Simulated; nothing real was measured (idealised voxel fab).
Presented below is a process module, voxel wiring stack.
The width of the displayed cross-section, cut, is 145 nm; its cells are square, with a size of 5 nm.
A cross-section is a grid of square cells, given in bands from the top down. A band is one or more rows of cells. Heights first: top, then bottom, in nm. Then materials, left to right, each with a width in nm. "all across" on a single material: fills the band edge to edge. "air": empty space. Below 0: as-received wafer, all one material; heights counted from there. Lowest band: no bottom, goes on down, written "top 0, no bottom". Quick explanation for "30..40": the width changes in equal steps down the rows of cells, from the first number in the band's top row to the second number in its bottom row. "no modifications" (step): cross-section cells unchanged, all of them. "Closed void listing" specifies each empty space that is not open to the top and that occupies no fewer than 8 cells, using the form width x height at distance, the distance measured from the left edge and all three quantities in nm. after a step's settings: what the simulator itself notes on the step. "overlay nm" denotes, for a step that has a mask, the displacement of the mask to the right of its planned place, with negative values corresponding to the left.
### This section lists the process steps that were planned
1) op RECEIVE | material Si
2) op CONFORMAL_DEP | material SiO2 | thk nm 15
3) op CONFORMAL_DEP | material SiN | thk nm 5
4) op DIRECTIONAL_DEP | material lowk | thk nm 15
5) op PATTERN | tone open | mask id METAL_1 | material resist | width nm 25 | pitch nm 45 | thk nm 20 | overlay nm 0
6) op DIRECTIONAL_ETCH | etch materials lowk | depth nm 15
7) op DIRECTIONAL_ETCH | etch materials SiN | depth nm 5
8) op STRIP | etch materials resist
9) op CONFORMAL_DEP | material TiN | thk nm 5
10) op FILL_DEP | material W | thk nm 5
11) op CMP | height nm 35
12) op CONFORMAL_DEP | material SiCN | thk nm 5
13) op DIRECTIONAL_DEP | material lowk | thk nm 15
14) op PATTERN | tone open | mask id PLUG_1 | material resist | width nm 15 | thk nm 20 | overlay nm 0
15) op DIRECTIONAL_ETCH | etch materials lowk | depth nm 15
16) op DIRECTIONAL_ETCH | etch materials SiCN | depth nm 5
17) op STRIP | etch materials resist
18) op EPI | material Ru | thk nm 10
19) op EPI | material Ru | thk nm 10
20) op DIRECTIONAL_DEP | material TiN | thk nm 5
21) op DIRECTIONAL_DEP | material W | thk nm 25
22) op DIRECTIONAL_DEP | material aC | thk nm 15
23) op PATTERN | tone cover | mask id METAL_2 | material resist | width nm 25 | pitch nm 45 | thk nm 35 | overlay nm -15
24) op DIRECTIONAL_ETCH | etch materials aC | depth nm 15
25) op STRIP | etch materials resist
26) op DIRECTIONAL_ETCH | etch materials W | depth nm 25
27) op DIRECTIONAL_ETCH | etch materials TiN | depth nm 5
28) op STRIP | etch materials aC
29) op FILL_DEP | material lowk | thk nm 5
30) op CMP | height nm 85
31) op CONFORMAL_DEP | material SiN | thk nm 5
Where the wafers of this document differ is in the overlay nm of step 23; they start out the same, and the plan states the value that applied to the first wafer.
### Cross-section of the first of several wafers as received (after step 1)
- top 0, no bottom  Si all across
- Closed void listing: none
### Every row in this table is a wafer at the end of the module, and it gives, for each of the materials, the cells that wafer has gained (+) or lost (-) since it was received, then its closed voids
overlay nm -15; +12 Ru; +26 SiCN; +48 SiN; +87 SiO2; +32 TiN; +68 W; +249 lowk; Closed void listing: none
overlay nm -10; +12 Ru; +26 SiCN; +48 SiN; +87 SiO2; +32 TiN; +68 W; +249 lowk; Closed void listing: none
overlay nm -5; +12 Ru; +26 SiCN; +48 SiN; +87 SiO2; +32 TiN; +68 W; +249 lowk; Closed void listing: none
overlay nm 0; +12 Ru; +26 SiCN; +48 SiN; +87 SiO2; +32 TiN; +68 W; +249 lowk; Closed void listing: none
overlay nm 5; +12 Ru; +26 SiCN; +48 SiN; +87 SiO2; +32 TiN; +68 W; +249 lowk; Closed void listing: none
overlay nm 10; +12 Ru; +26 SiCN; +48 SiN; +87 SiO2; +32 TiN; +68 W; +249 lowk; Closed void listing: none
overlay nm 15; +12 Ru; +26 SiCN; +48 SiN; +87 SiO2; +32 TiN; +68 W; +249 lowk; Closed void listing: none
